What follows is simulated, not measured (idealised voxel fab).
Process module heading - voxel wiring stack
In the cross-section labelled cut, the width is 200 nm and each square cell is 5 nm.
Cross-section, as written here: a square-cell grid given band by band from the top down, where a band holds one or more rows of cells. Heights first: top, then bottom, in nm. Then materials, left to right, each with a width in nm. "everywhere" on a single material: fills the band edge to edge. "blank": empty space. Convention: height 0 is the level below which the wafer, as received, is all one material. The lowest band does not terminate at the bottom but continues downward, represented as "top 0, no bottom". A width such as "30->40" changes by the same amount from each row of cells to the next, from the band's top row to its bottom row. You'll sometimes find "left unchanged" written for a step, and that's the way of saying that nowhere in the cross-section did a cell change during that step. What "Closed void listing" gives you is every empty space of 8 cells or more that is cut off from the top. Each appears as width x height at distance, with the distance taken from the left edge and width, height and distance all in nm. It should be noted that, on the line of a given step, the content following the step's settings is a remark produced by the simulator itself with respect to that step. "overlay nm" answers the question of how far to the right of plan the mask lay on a step that has a mask, and when it is negative the answer is to the left.
### Set out below are the planned steps of the process
1: RECEIVE,material Si
2: CONFORMAL_DEP,material SiO2,thk nm 15
3: CONFORMAL_DEP,material SiN,thk nm 5
4: DIRECTIONAL_DEP,material SiO2,thk nm 15
5: DIRECTIONAL_DEP,material aC,thk nm 15
6: PATTERN,tone open,mask id METAL_1,material resist,width nm 25,pitch nm 55,thk nm 30,overlay nm 0
7: DIRECTIONAL_ETCH,etch materials aC,depth nm 15
8: STRIP,etch materials resist
9: DIRECTIONAL_ETCH,etch materials SiO2,depth nm 15
10: DIRECTIONAL_ETCH,etch materials SiN,depth nm 5
11: STRIP,etch materials aC
12: CONFORMAL_DEP,material TiN,thk nm 5
13: FILL_DEP,material Cu,thk nm 5
14: CMP,height nm 35
15: EPI,material Ru,thk nm 5
16: FILL_DEP,material SiCN,thk nm 5
17: DIRECTIONAL_DEP,material lowk,thk nm 20
18: DIRECTIONAL_DEP,material aC,thk nm 15
19: PATTERN,tone open,mask id PLUG_1,material resist,width nm 15,pitch nm 110,thk nm 30,overlay nm 0
20: DIRECTIONAL_ETCH,etch materials aC,depth nm 15
21: STRIP,etch materials resist
22: DIRECTIONAL_ETCH,etch materials lowk,depth nm 20
23: DIRECTIONAL_ETCH,etch materials SiCN,depth nm 5
24: STRIP,etch materials aC
25: EPI,material Ru,thk nm 10
26: EPI,material Ru,thk nm 10
27: EPI,material Ru,thk nm 5
28: CONFORMAL_DEP,material SiN,thk nm 5
29: DIRECTIONAL_DEP,material lowk,thk nm 20
30: MASKED_ETCH,tone open,mask id METAL_2,width nm 25,pitch nm 55,etch materials lowk,depth nm 20,overlay nm 0
31: MASKED_ETCH,tone open,mask id METAL_2,width nm 25,pitch nm 55,etch materials SiN,depth nm 5,overlay nm 0
32: CONFORMAL_DEP,material TiN,thk nm 5
33: FILL_DEP,material Ru,thk nm 5
34: CMP,height nm 90
35: EPI,material Ru,thk nm 5
36: FILL_DEP,material SiCN,thk nm 5
37: DIRECTIONAL_DEP,material lowk,thk nm 30
38: PATTERN,tone open,mask id METAL_3_HOLES,material resist,width nm 15,pitch nm 110,thk nm 15,overlay nm 0
39: DIRECTIONAL_ETCH,etch materials lowk,depth nm 30
40: STRIP,etch materials resist
41: MASKED_ETCH,tone open,mask id METAL_3,width nm 25,pitch nm 55,etch materials lowk,depth nm 15,overlay nm 0
42: MASKED_ETCH,tone open,mask id METAL_3,width nm 25,pitch nm 55,etch materials SiCN,depth nm 5,overlay nm 0
43: CONFORMAL_DEP,material TiN,thk nm 5
44: FILL_DEP,material Cu,thk nm 10
45: CMP,height nm 130
46: CONFORMAL_DEP,material SiCN,thk nm 5
47: DIRECTIONAL_DEP,material SiO2,thk nm 20
48: MASKED_ETCH,tone open,mask id PLUG_3,width nm 15,pitch nm 110,etch materials SiO2,depth nm 20,overlay nm 0
49: MASKED_ETCH,tone open,mask id PLUG_3,width nm 15,pitch nm 110,etch materials SiCN,depth nm 5,overlay nm 0
50: EPI,material Ru,thk nm 10
51: EPI,material Ru,thk nm 10
52: EPI,material Ru,thk nm 5
53: CONFORMAL_DEP,material SiN,thk nm 5
54: DIRECTIONAL_DEP,material SiO2,thk nm 25
55: PATTERN,tone open,mask id METAL_4,material resist,width nm 25,pitch nm 55,thk nm 20,overlay nm 0
56: DIRECTIONAL_ETCH,etch materials SiO2,depth nm 25
57: DIRECTIONAL_ETCH,etch materials SiN,depth nm 5
58: STRIP,etch materials resist
59: CONFORMAL_DEP,material TiN,thk nm 5
60: FILL_DEP,material Cu,thk nm 5
61: CMP,height nm 185
62: CONFORMAL_DEP,material SiN,thk nm 5
### Shown in cross-section is the wafer as received, that is, as it stands after step 1
top 0, no bottom | Si everywhere
Closed void listing: none
### Module complete - cross-section of the first of two wafers, run according to plan
top 190, bottom 185 | SiN everywhere
top 185, bottom 160 | 30 of SiO2  5 of TiN  15 of Cu  5 of TiN  30 of SiO2  5 of TiN  15 of Cu  5 of TiN  30 of SiO2  5 of TiN  15 of Cu  5 of TiN  35 of SiO2
top 160, bottom 155 | 30 of SiN  25 of TiN  30 of SiN  25 of TiN  30 of SiN  25 of TiN  35 of SiN
top 155, bottom 135 | 30 of SiO2  15 of Ru  95 of SiO2  15 of Ru  45 of SiO2
top 135, bottom 130 | 30 of SiCN  15 of Ru  95 of SiCN  15 of Ru  45 of SiCN
top 130, bottom 120 | 30 of lowk  5 of TiN  15 of Cu  5 of TiN  30 of lowk  5 of TiN  15 of Cu  5 of TiN  30 of lowk  5 of TiN  15 of Cu  5 of TiN  35 of lowk
top 120, bottom 115 | 30 of lowk  5 of TiN  5 of Cu  15 of TiN  30 of lowk  25 of TiN  30 of lowk  5 of TiN  5 of Cu  15 of TiN  35 of lowk
top 115, bottom 100 | 30 of lowk  5 of TiN  5 of Cu  5 of TiN  95 of lowk  5 of TiN  5 of Cu  5 of TiN  45 of lowk
top 100, bottom 95 | 30 of SiCN  15 of TiN  95 of SiCN  15 of TiN  45 of SiCN
top 95, bottom 90 | 25 of SiCN  35 of Ru  20 of SiCN  35 of Ru  20 of SiCN  35 of Ru  30 of SiCN
top 90, bottom 70 | 30 of lowk  5 of TiN  15 of Ru  5 of TiN  30 of lowk  5 of TiN  15 of Ru  5 of TiN  30 of lowk  5 of TiN  15 of Ru  5 of TiN  35 of lowk
top 70, bottom 65 | 30 of SiN  25 of TiN  30 of SiN  25 of TiN  30 of SiN  25 of TiN  35 of SiN
top 65, bottom 45 | 30 of lowk  15 of Ru  95 of lowk  15 of Ru  45 of lowk
top 45, bottom 40 | 30 of SiCN  15 of Ru  95 of SiCN  15 of Ru  45 of SiCN
top 40, bottom 35 | 25 of SiCN  35 of Ru  20 of SiCN  35 of Ru  20 of SiCN  35 of Ru  30 of SiCN
top 35, bottom 20 | 30 of SiO2  5 of TiN  15 of Cu  5 of TiN  30 of SiO2  5 of TiN  15 of Cu  5 of TiN  30 of SiO2  5 of TiN  15 of Cu  5 of TiN  35 of SiO2
top 20, bottom 15 | 30 of SiN  25 of TiN  30 of SiN  25 of TiN  30 of SiN  25 of TiN  35 of SiN
top 15, bottom 0 | SiO2 everywhere
top 0, no bottom | Si everywhere
Closed void listing: none
### This is the second of the two wafers, cross-sectioned at the end of the module; it started exactly like the first and was given the same plan, but it was run with one mistake
top 190, bottom 185 | SiN everywhere
top 185, bottom 180 | 35 of TiN  15 of Cu  40 of TiN  15 of Cu  40 of TiN  15 of Cu  40 of TiN
top 180, bottom 155 | 30 of SiO2  5 of TiN  15 of Cu  5 of TiN  30 of SiO2  5 of TiN  15 of Cu  5 of TiN  30 of SiO2  5 of TiN  15 of Cu  5 of TiN  35 of SiO2
top 155, bottom 150 | 30 of SiN  25 of TiN  30 of SiN  25 of TiN  30 of SiN  25 of TiN  35 of SiN
top 150, bottom 130 | 30 of SiO2  15 of Ru  95 of SiO2  15 of Ru  45 of SiO2
top 130, bottom 125 | 30 of SiCN  15 of Ru  95 of SiCN  15 of Ru  45 of SiCN
top 125, bottom 120 | 30 of lowk  5 of TiN  15 of Cu  5 of TiN  30 of lowk  5 of TiN  15 of Cu  5 of TiN  30 of lowk  5 of TiN  15 of Cu  5 of TiN  35 of lowk
top 120, bottom 115 | 30 of lowk  5 of TiN  5 of Cu  15 of TiN  30 of lowk  25 of TiN  30 of lowk  5 of TiN  5 of Cu  15 of TiN  35 of lowk
top 115, bottom 100 | 30 of lowk  5 of TiN  5 of Cu  5 of TiN  95 of lowk  5 of TiN  5 of Cu  5 of TiN  45 of lowk
top 100, bottom 95 | 30 of SiCN  15 of TiN  95 of SiCN  15 of TiN  45 of SiCN
top 95, bottom 90 | 25 of SiCN  35 of Ru  20 of SiCN  35 of Ru  20 of SiCN  35 of Ru  30 of SiCN
top 90, bottom 70 | 30 of lowk  5 of TiN  15 of Ru  5 of TiN  30 of lowk  5 of TiN  15 of Ru  5 of TiN  30 of lowk  5 of TiN  15 of Ru  5 of TiN  35 of lowk
top 70, bottom 65 | 30 of SiN  25 of TiN  30 of SiN  25 of TiN  30 of SiN  25 of TiN  35 of SiN
top 65, bottom 45 | 30 of lowk  15 of Ru  95 of lowk  15 of Ru  45 of lowk
top 45, bottom 40 | 30 of SiCN  15 of Ru  95 of SiCN  15 of Ru  45 of SiCN
top 40, bottom 35 | 25 of SiCN  35 of Ru  20 of SiCN  35 of Ru  20 of SiCN  35 of Ru  30 of SiCN
top 35, bottom 20 | 30 of SiO2  5 of TiN  15 of Cu  5 of TiN  30 of SiO2  5 of TiN  15 of Cu  5 of TiN  30 of SiO2  5 of TiN  15 of Cu  5 of TiN  35 of SiO2
top 20, bottom 15 | 30 of SiN  25 of TiN  30 of SiN  25 of TiN  30 of SiN  25 of TiN  35 of SiN
top 15, bottom 0 | SiO2 everywhere
top 0, no bottom | Si everywhere
Closed void listing: none
Error vs. plan: step 45 off recipe, ran as CMP,height nm 125
The second wafer ends with more or fewer cells of some materials than the first, per final count: TiN: 25 more | lowk: 25 fewer
